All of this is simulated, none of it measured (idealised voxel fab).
Title: Process Module voxel capacitor over wiring
Cross-section cut spans 220 nm and uses square cells 5 nm in size.
Cross-section, as written here: a square-cell grid given band by band from the top down, where a band holds one or more rows of cells.
Band entry format. Leading values: height of top, height of bottom, nm. Remainder: materials in left-to-right order, each with its width in nm. Special words: "edge to edge" on a single material, which then fills the band edge to edge; "air", empty space.
Height datum 0, below which the as-received substrate wafer is one material. Lowest band open at the bottom, running downward: "top 0, no bottom".
Note: "30->40" means the width goes from the first number (top row of the band) to the second number (bottom row) in equal steps per row of cells.
"remained unchanged" means the step left every cell of the cross-section as it was.
Listed in "Enclosed internal voids": every empty space of 8 or more cells without an open way to the top. Form: width x height at distance, the distance being from the left edge, all in nm.
Whatever follows a step's settings on its line is a remark the simulator itself makes about that step.
When a step includes a mask, the "overlay nm" setting on its line states how far to the right of its planned place that mask lay, and negative values state how far to the left.
LIST OF PLANNED PROCESS STEPS
| 1 | RECEIVE, material Si |
| 2 | CONFORMAL_DEP, material SiO2, thk nm 10 |
| 3 | DIRECTIONAL_DEP, material TiN, thk nm 5 |
| 4 | DIRECTIONAL_DEP, material Ru, thk nm 15 |
| 5 | DIRECTIONAL_DEP, material aC, thk nm 15 |
| 6 | PATTERN, tone cover, mask id METAL_1, material resist, width nm 30, pitch nm 90, thk nm 35, overlay nm 0 |
| 7 | DIRECTIONAL_ETCH, etch materials aC, depth nm 5 |
| 8 | STRIP, etch materials resist |
| 9 | DIRECTIONAL_ETCH, etch materials Ru, depth nm 15 |
| 10 | DIRECTIONAL_ETCH, etch materials TiN, depth nm 5 |
| 11 | STRIP, etch materials aC |
| 12 | CONFORMAL_DEP, material SiN, thk nm 5 |
| 13 | FILL_DEP, material lowk, thk nm 5 |
| 14 | CMP, height nm 30 |
| 15 | CONFORMAL_DEP, material SiCN, thk nm 5 |
| 16 | DIRECTIONAL_DEP, material SiO2, thk nm 10 |
| 17 | PATTERN, tone open, mask id PLUG_1, material resist, width nm 15, thk nm 15, overlay nm 0 |
| 18 | DIRECTIONAL_ETCH, etch materials SiO2, depth nm 10 |
| 19 | DIRECTIONAL_ETCH, etch materials SiCN, depth nm 5 |
| 20 | STRIP, etch materials resist |
| 21 | CONFORMAL_DEP, material TiN, thk nm 5 |
| 22 | FILL_DEP, material Cu, thk nm 5 |
| 23 | CMP, height nm 45 |
| 24 | DIRECTIONAL_DEP, material TiN, thk nm 10 |
| 25 | DIRECTIONAL_DEP, material SiN, thk nm 5 |
| 26 | DIRECTIONAL_DEP, material TiN, thk nm 5 |
| 27 | MASKED_ETCH, tone cover, mask id UPPER_PLATE, width nm 65, etch materials TiN, depth nm 5, overlay nm 0 |
| 28 | MASKED_ETCH, tone cover, mask id UPPER_PLATE, width nm 65, etch materials SiN, depth nm 5, overlay nm 0 |
| 29 | DIRECTIONAL_DEP, material aC, thk nm 15 |
| 30 | PATTERN, tone cover, mask id LOWER_PLATE, material resist, width nm 75, thk nm 35, overlay nm 0 |
| 31 | DIRECTIONAL_ETCH, etch materials aC, depth nm 15 |
| 32 | STRIP, etch materials resist |
| 33 | DIRECTIONAL_ETCH, etch materials TiN, depth nm 10 |
| 34 | STRIP, etch materials aC |
| 35 | FILL_DEP, material SiO2, thk nm 15 |
| 36 | CMP, height nm 75 |
| 37 | MASKED_ETCH, tone open, mask id PLUG_2, width nm 15, etch materials SiO2, depth nm 10, overlay nm 0 |
| 38 | CONFORMAL_DEP, material TiN, thk nm 5 |
| 39 | FILL_DEP, material Ru, thk nm 5 |
| 40 | CMP, height nm 75 |
| 41 | CONFORMAL_DEP, material SiCN, thk nm 5 |
Across this set of wafers, the varied parameter is the depth nm of step 7. Starting conditions are identical for every wafer, and the plan reports the value assigned to the first wafer.
CROSS-SECTIONAL VIEW OF THE FIRST OF SEVERAL WAFERS IN THE AS-RECEIVED CONDITION, CORRESPONDING TO THE STATE FOLLOWING STEP 1
> top 0, no bottom  Si edge to edge
> Enclosed internal voids: none
PER-WAFER ROWS BELOW. FOR EACH MATERIAL: CELLS GAINED (+) OR LOST (-) SINCE THE WAFER WAS RECEIVED, AS OF END OF MODULE. THEN: CLOSED VOIDS
depth nm 5; +2 Cu; +133 Ru; +85 SiCN; +13 SiN; +372 SiO2; +99 TiN; Enclosed internal voids: none
depth nm 10; +2 Cu; +133 Ru; +85 SiCN; +13 SiN; +372 SiO2; +99 TiN; Enclosed internal voids: none
depth nm 15; +2 Cu; +37 Ru; +85 SiCN; +57 SiN; +372 SiO2; +67 TiN; +84 lowk; Enclosed internal voids: none
depth nm 20; +2 Cu; +37 Ru; +85 SiCN; +57 SiN; +372 SiO2; +67 TiN; +84 lowk; Enclosed internal voids: none
depth nm 25; +2 Cu; +37 Ru; +85 SiCN; +57 SiN; +372 SiO2; +67 TiN; +84 lowk; Enclosed internal voids: none
depth nm 30; +2 Cu; +37 Ru; +85 SiCN; +57 SiN; +372 SiO2; +67 TiN; +84 lowk; Enclosed internal voids: none
